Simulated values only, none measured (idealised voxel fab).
Process module in this document: voxel self aligned contacts
Pictured: cross-section cut, 250 nm wide, on a grid of 5 nm square cells.
Each cross-section below is a grid of square cells, stated as bands in top-down order, with one or more rows of cells making up each band.
Band: top and bottom heights (nm) first, top before bottom; then materials from left to right, widths in nm. "everywhere" marks a sole material filling the band edge to edge. "blank" denotes empty space.
Height is counted from the level 0, under which the received wafer is composed throughout of one material. The lowest of the bands is not closed at the bottom but continues downward, in the notation "top 0, no bottom".
Width "30 to 40": first value at the band's top row of cells, second value at its bottom row, equal change from row to row.
Where the words "nothing altered" appear for a step, the cross-section shows no cell changed by that step; every cell remained as before.
Entry "Entrapped voids". Content: empty spaces with no open connection to the top, size 8 cells or greater. Each: width x height at distance. Distance: from left edge. Unit: nm.
On each step's line, the part that comes after the settings is the simulator's own comment on the step.
The line of a step may include "overlay nm". On a step with a mask, this value is how far to the right of its planned place the mask lay. A negative value means the mask lay to the left.

Steps in the process plan
1. RECEIVE: material Si
2. CONFORMAL_DEP: material SiO2, thk nm 5
3. DIRECTIONAL_DEP: material polySi, thk nm 30
4. DIRECTIONAL_DEP: material SiN, thk nm 20
5. MASKED_ETCH: tone cover, mask id GATE, width nm 25, pitch nm 65, etch materials SiN, depth nm 20, overlay nm 0
6. MASKED_ETCH: tone cover, mask id GATE, width nm 25, pitch nm 65, etch materials polySi, depth nm 30, overlay nm 0
7. CONFORMAL_DEP: material SiN, thk nm 10
8. DIRECTIONAL_ETCH: etch materials SiN, depth nm 10
9. FILL_DEP: material SiO2, thk nm 15
10. CMP: height nm 50
11. PATTERN: tone open, mask id CONTACT, material resist, width nm 50, pitch nm 65, thk nm 20, overlay nm 0
12. DIRECTIONAL_ETCH: etch materials SiO2, depth nm 60
13. STRIP: etch materials resist
14. CONFORMAL_DEP: material TiN, thk nm 5
15. FILL_DEP: material W, thk nm 5
16. CMP: height nm 60
17. CONFORMAL_DEP: material SiN, thk nm 5
The value of height nm given for step 10 in the plan refers to the first wafer; the wafers vary in this setting and are alike at the start.

Cross-sectional view of the first of several wafers in the as-received condition, corresponding to the state following step 1
  top 0, no bottom | Si everywhere
  Entrapped voids: none

For your reference, the table is organized with a row per wafer; each row reflects the wafer at the end of the module, indicating for each material the cells gained (+) or lost (-) since receipt, and thereafter its closed voids
height nm 50, +203 SiN, +177 SiO2, +90 TiN, +90 W, +90 polySi, Entrapped voids: none
height nm 55, +230 SiN, +192 SiO2, +94 TiN, +44 W, +90 polySi, Entrapped voids: none
height nm 60, +230 SiN, +222 SiO2, +64 TiN, +44 W, +90 polySi, Entrapped voids: none
height nm 65, +230 SiN, +230 SiO2, +60 TiN, +40 W, +90 polySi, Entrapped voids: none
height nm 70, +230 SiN, +238 SiO2, +56 TiN, +36 W, +90 polySi, Entrapped voids: none
